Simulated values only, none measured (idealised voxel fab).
The name of this process module is voxel transistor to metal.
FYI the section here is cut, 200 nm wide, cells are 5 nm squares.
Just so we're on the same page, the cross-sections are grids of square cells, and they're listed out in bands top to bottom, each band one or more rows deep.
It is stipulated that each band's entry specify, in nanometres, the height of the top of the band and then that of its bottom, followed by the materials of the band in left-to-right sequence, each together with its width in nanometres. A single material marked by the word "full width" is understood to fill the band from edge to edge; the word "blank" is understood to denote empty space.
For the purposes of this specification, 0 denotes the height below which the wafer in its as-received condition is composed wholly of one material, and the lowermost band, lacking a lower limit, extends downward without end, as expressed in "0 nm and below".
Think of "30 to 40" as a width that walks from the first number to the second as you go down the band, top row to bottom row, taking equal-sized steps from row to row.
"nothing altered" (step): cross-section cells unchanged, all of them.
Under "Voids, fully enclosed" you'll find the enclosed gaps, the ones with no way out to the top, that are 8 cells or bigger; each reads width x height at distance, with distance counted from the left edge, everything in nm.
after a step's settings: what the simulator itself notes on the step
What "overlay nm" on a step's line means: if the step has a mask, that mask lay this far to the right of its planned place, or, when the value is negative, to the left.
## The following list gives the planned process steps
1,RECEIVE | material Si
2,OXIDIZE | depth nm 5
3,CONFORMAL_DEP | material SiN | thk nm 10
4,MASKED_ETCH | tone cover | mask id ACTIVE | width nm 110 | etch materials SiN | depth nm 10 | overlay nm 0
5,MASKED_ETCH | tone cover | mask id ACTIVE | width nm 110 | etch materials SiO2 | depth nm 5 | overlay nm -15
6,MASKED_ETCH | tone cover | mask id ACTIVE | width nm 110 | etch materials Si | depth nm 35 | overlay nm 0
7,OXIDIZE | depth nm 5
8,FILL_DEP | material SiO2 | thk nm 5
9,CMP | height nm 10
10,SELECTIVE_ETCH | etch materials SiO2 | depth nm 10
11,STRIP | etch materials SiN
12,SELECTIVE_ETCH | etch materials SiO2 | depth nm 5
13,OXIDIZE | depth nm 5
14,DIRECTIONAL_DEP | material polySi | thk nm 25
15,DIRECTIONAL_DEP | material SiCN | thk nm 15
16,DIRECTIONAL_DEP | material aC | thk nm 15
17,PATTERN | tone cover | mask id GATE | material resist | width nm 20 | thk nm 30 | overlay nm 0
18,DIRECTIONAL_ETCH | etch materials aC | depth nm 15
19,STRIP | etch materials resist
20,DIRECTIONAL_ETCH | etch materials SiCN | depth nm 25
21,DIRECTIONAL_ETCH | etch materials polySi | depth nm 35
22,STRIP | etch materials aC
23,CONFORMAL_DEP | material SiO2 | thk nm 5
24,DIRECTIONAL_ETCH | etch materials SiO2 | depth nm 5
25,CONFORMAL_DEP | material SiN | thk nm 5
26,DIRECTIONAL_ETCH | etch materials SiN | depth nm 5
27,DIRECTIONAL_ETCH | etch materials SiO2 | depth nm 5
28,DIRECTIONAL_ETCH | etch materials Si | depth nm 10
29,EPI | material nSi | thk nm 10
30,FILL_DEP | material SiO2 | thk nm 10
31,CMP | height nm 35
32,DIRECTIONAL_DEP | material SiO2 | thk nm 15
33,DIRECTIONAL_DEP | material aC | thk nm 10
34,PATTERN | tone open | mask id CONTACT | material resist | width nm 20 | pitch nm 80 | thk nm 25 | overlay nm 0
35,DIRECTIONAL_ETCH | etch materials aC | depth nm 10
36,STRIP | etch materials resist
37,DIRECTIONAL_ETCH | etch materials SiO2 | depth nm 60
38,STRIP | etch materials aC
39,CONFORMAL_DEP | material TiN | thk nm 5
40,FILL_DEP | material W | thk nm 10
41,CMP | height nm 50
42,CONFORMAL_DEP | material SiN | thk nm 5
43,DIRECTIONAL_DEP | material lowk | thk nm 25
44,MASKED_ETCH | tone open | mask id METAL_1 | width nm 20 | pitch nm 80 | etch materials lowk | depth nm 25 | overlay nm 0
45,MASKED_ETCH | tone open | mask id METAL_1 | width nm 20 | pitch nm 80 | etch materials SiN | depth nm 5 | overlay nm 0
46,CONFORMAL_DEP | material TiN | thk nm 5
47,FILL_DEP | material W | thk nm 10
48,CMP | height nm 80
49,EPI | material Ru | thk nm 5
50,FILL_DEP | material SiCN | thk nm 5
Wafer-to-wafer difference: overlay nm, step 5. Common start. Plan = first wafer's value.
## Received condition of the first of several wafers, sectioned: post-step 1
> 0 nm and below  Si full width
> Voids, fully enclosed: none
## first wafer at the end, after step 50
> 90 nm to 85 nm  SiCN full width
> 85 nm to 80 nm  SiCN (45); Ru (30); SiCN (50); Ru (30); SiCN (45)
> 80 nm to 55 nm  lowk (50); TiN (5); W (10); TiN (5); lowk (60); TiN (5); W (10); TiN (5); lowk (50)
> 55 nm to 50 nm  SiN (50); TiN (20); SiN (60); TiN (20); SiN (50)
> 50 nm to 35 nm  SiO2 (50); TiN (5); W (10); TiN (5); SiO2 (60); TiN (5); W (10); TiN (5); SiO2 (50)
> 35 nm to 20 nm  SiO2 (50); TiN (5); W (10); TiN (5); SiO2 (10); SiN (5); SiO2 (5); SiCN (20); SiO2 (5); SiN (5); SiO2 (10); TiN (5); W (10); TiN (5); SiO2 (50)
> 20 nm to 0 nm  SiO2 (50); TiN (5); W (10); TiN (5); SiO2 (10); SiN (5); SiO2 (5); polySi (20); SiO2 (5); SiN (5); SiO2 (10); TiN (5); W (10); TiN (5); SiO2 (50)
> 0 nm to -5 nm  SiO2 (50); TiN (5); W (10); TiN (5); nSi (10); SiN (5); SiO2 (5); polySi (20); SiO2 (5); SiN (5); nSi (10); TiN (5); W (10); TiN (5); SiO2 (50)
> -5 nm to -10 nm  SiO2 (50); TiN (20); nSi (10); SiO2 (40); nSi (10); TiN (20); SiO2 (50)
> -10 nm to -20 nm  SiO2 (35); nSi (45); Si (40); nSi (30); SiO2 (50)
> -20 nm to -45 nm  SiO2 (35); Si (115); SiO2 (50)
> -45 nm and below  Si full width
> Voids, fully enclosed: none
## Last wafer, end of module, cross-section
> 90 nm to 85 nm  SiCN full width
> 85 nm to 80 nm  SiCN (45); Ru (30); SiCN (50); Ru (30); SiCN (45)
> 80 nm to 55 nm  lowk (50); TiN (5); W (10); TiN (5); lowk (60); TiN (5); W (10); TiN (5); lowk (50)
> 55 nm to 50 nm  SiN (50); TiN (20); SiN (60); TiN (20); SiN (50)
> 50 nm to 35 nm  SiO2 (50); TiN (5); W (10); TiN (5); SiO2 (60); TiN (5); W (10); TiN (5); SiO2 (50)
> 35 nm to 20 nm  SiO2 (50); TiN (5); W (10); TiN (5); SiO2 (10); SiN (5); SiO2 (5); SiCN (20); SiO2 (5); SiN (5); SiO2 (10); TiN (5); W (10); TiN (5); SiO2 (50)
> 20 nm to 0 nm  SiO2 (50); TiN (5); W (10); TiN (5); SiO2 (10); SiN (5); SiO2 (5); polySi (20); SiO2 (5); SiN (5); SiO2 (10); TiN (5); W (10); TiN (5); SiO2 (50)
> 0 nm to -5 nm  SiO2 (50); TiN (5); W (10); TiN (5); nSi (10); SiN (5); SiO2 (5); polySi (20); SiO2 (5); SiN (5); nSi (10); TiN (5); W (10); TiN (5); SiO2 (50)
> -5 nm to -10 nm  SiO2 (50); TiN (20); nSi (10); SiO2 (40); nSi (10); TiN (20); SiO2 (50)
> -10 nm to -20 nm  SiO2 (50); nSi (30); Si (40); nSi (45); SiO2 (35)
> -20 nm to -45 nm  SiO2 (50); Si (115); SiO2 (35)
> -45 nm and below  Si full width
> Voids, fully enclosed: none
## Gained (+) or lost (-) cells of each material since receipt, then closed voids: one row per wafer, at the end of the module
overlay nm -15, +12 Ru, -229 Si, +80 SiCN, +48 SiN, +447 SiO2, +80 TiN, +64 W, +160 lowk, +38 nSi, +20 polySi, Voids, fully enclosed: none
overlay nm -10, +12 Ru, -234 Si, +80 SiCN, +48 SiN, +454 SiO2, +80 TiN, +64 W, +160 lowk, +36 nSi, +20 polySi, Voids, fully enclosed: none
overlay nm -5, +12 Ru, -239 Si, +80 SiCN, +48 SiN, +461 SiO2, +80 TiN, +64 W, +160 lowk, +34 nSi, +20 polySi, Voids, fully enclosed: none
overlay nm 0, +12 Ru, -244 Si, +80 SiCN, +48 SiN, +468 SiO2, +80 TiN, +64 W, +160 lowk, +32 nSi, +20 polySi, Voids, fully enclosed: none
overlay nm 5, +12 Ru, -239 Si, +80 SiCN, +48 SiN, +461 SiO2, +80 TiN, +64 W, +160 lowk, +34 nSi, +20 polySi, Voids, fully enclosed: none
overlay nm 10, +12 Ru, -234 Si, +80 SiCN, +48 SiN, +454 SiO2, +80 TiN, +64 W, +160 lowk, +36 nSi, +20 polySi, Voids, fully enclosed: none
overlay nm 15, +12 Ru, -229 Si, +80 SiCN, +48 SiN, +447 SiO2, +80 TiN, +64 W, +160 lowk, +38 nSi, +20 polySi, Voids, fully enclosed: none
